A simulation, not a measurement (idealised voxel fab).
This section sets out a process module, namely voxel capacitor over wiring.
Pictured: cross-section cut, 260 nm wide, on a grid of 5 nm square cells.
A cross-section is written here as square cells arranged in a grid, and it is given in bands from the top down, each band taking up one or more rows of cells. For a band, the entry starts with two heights in nm, that of the top and then that of the bottom, and carries on with the band's materials in order from left to right, each alongside its width in nm; the word "throughout" beside a single material means it fills the band edge to edge, and "empty" means empty space. Heights are measured from 0, the level below which the as-received wafer is all one material; the lowest band has no bottom and continues downward, written as in "0..down". It should be noted that a width expressed as "30..40" varies in equal increments from row to row of cells within the band, taking the value of the first number at the top row and that of the second number at the bottom row. The designation "no change occurred", where it is given for a processing step, indicates that no cell of the cross-section was altered in the course of that step. The list in "Closed void list" covers empty spaces of 8 cells or more that cannot reach the top through any open way, and it gives each as width x height at distance; the distance is from the left edge, and width, height and distance are in nm. On each step's line, the part that comes after the settings is the simulator's own comment on the step. overlay nm: mask right of planned place by this much (step with mask). Neg. = left.
These are the steps we planned for the process:
1 RECEIVE, material Si
2 CONFORMAL_DEP, material SiO2, thk nm 15
3 DIRECTIONAL_DEP, material TiN, thk nm 5
4 DIRECTIONAL_DEP, material W, thk nm 25
5 DIRECTIONAL_DEP, material aC, thk nm 10
6 PATTERN, tone cover, mask id METAL_1, material resist, width nm 20, pitch nm 85, thk nm 25, overlay nm 0
7 DIRECTIONAL_ETCH, etch materials aC, depth nm 10
8 STRIP, etch materials resist
9 DIRECTIONAL_ETCH, etch materials W, depth nm 25
10 DIRECTIONAL_ETCH, etch materials TiN, depth nm 5
11 STRIP, etch materials aC
12 CONFORMAL_DEP, material SiN, thk nm 5
13 FILL_DEP, material SiO2, thk nm 5
14 CMP, height nm 45
15 CONFORMAL_DEP, material SiCN, thk nm 5
16 DIRECTIONAL_DEP, material lowk, thk nm 10
17 MASKED_ETCH, tone open, mask id PLUG_1, width nm 15, etch materials lowk, depth nm 10, overlay nm 0
18 MASKED_ETCH, tone open, mask id PLUG_1, width nm 15, etch materials SiCN, depth nm 5, overlay nm 0
19 CONFORMAL_DEP, material TiN, thk nm 5
20 FILL_DEP, material Cu, thk nm 10
21 CMP, height nm 60
22 DIRECTIONAL_DEP, material TiN, thk nm 10
23 DIRECTIONAL_DEP, material HfO2, thk nm 5
24 DIRECTIONAL_DEP, material TiN, thk nm 5
25 DIRECTIONAL_DEP, material aC, thk nm 15
26 PATTERN, tone cover, mask id UPPER_PLATE, material resist, width nm 70, thk nm 35, overlay nm 0
27 DIRECTIONAL_ETCH, etch materials aC, depth nm 15
28 STRIP, etch materials resist
29 DIRECTIONAL_ETCH, etch materials TiN, depth nm 5
30 DIRECTIONAL_ETCH, etch materials HfO2, depth nm 5
31 STRIP, etch materials aC
32 MASKED_ETCH, tone cover, mask id LOWER_PLATE, width nm 80, etch materials TiN, depth nm 10, overlay nm 0
33 FILL_DEP, material SiO2, thk nm 20
34 CMP, height nm 95
35 PATTERN, tone open, mask id PLUG_2, material resist, width nm 15, thk nm 15, overlay nm 0
36 DIRECTIONAL_ETCH, etch materials SiO2, depth nm 15
37 STRIP, etch materials resist
38 CONFORMAL_DEP, material TiN, thk nm 5
39 FILL_DEP, material Cu, thk nm 5
40 CMP, height nm 95
41 CONFORMAL_DEP, material SiN, thk nm 5
As-received state of the wafer in cross-section, equivalent to post-step 1:
- 0..down = Si throughout
- Closed void list: none
Cross-section, end of module. Start: as above. Plan: as above. Execution: one mistake:
- 100..95 = SiN throughout
- 95..85 = SiO2 (90) | TiN (5) | Cu (5) | TiN (5) | SiO2 (155)
- 85..75 = SiO2 (90..80) | TiN (15..70) | SiO2 (155..110)
- 75..70 = SiO2 (80) | HfO2 (70) | SiO2 (110)
- 70..60 = SiO2 (75) | TiN (80) | SiO2 (105)
- 60..50 = lowk (80) | TiN (5) | Cu (5) | TiN (5) | lowk (165)
- 50..45 = SiCN (80) | TiN (15) | SiCN (165)
- 45..40 = SiO2 (70) | SiN (30) | SiO2 (55) | SiN (30) | SiO2 (75)
- 40..20 = SiO2 (70) | SiN (5) | W (20) | SiN (5) | SiO2 (55) | SiN (5) | W (20) | SiN (5) | SiO2 (75)
- 20..15 = SiN (75) | W (20) | SiN (65) | W (20) | SiN (80)
- 15..0 = SiO2 throughout
- 0..down = Si throughout
- Closed void list: none
What broke from the plan during processing? plan step 3: skipped, not run
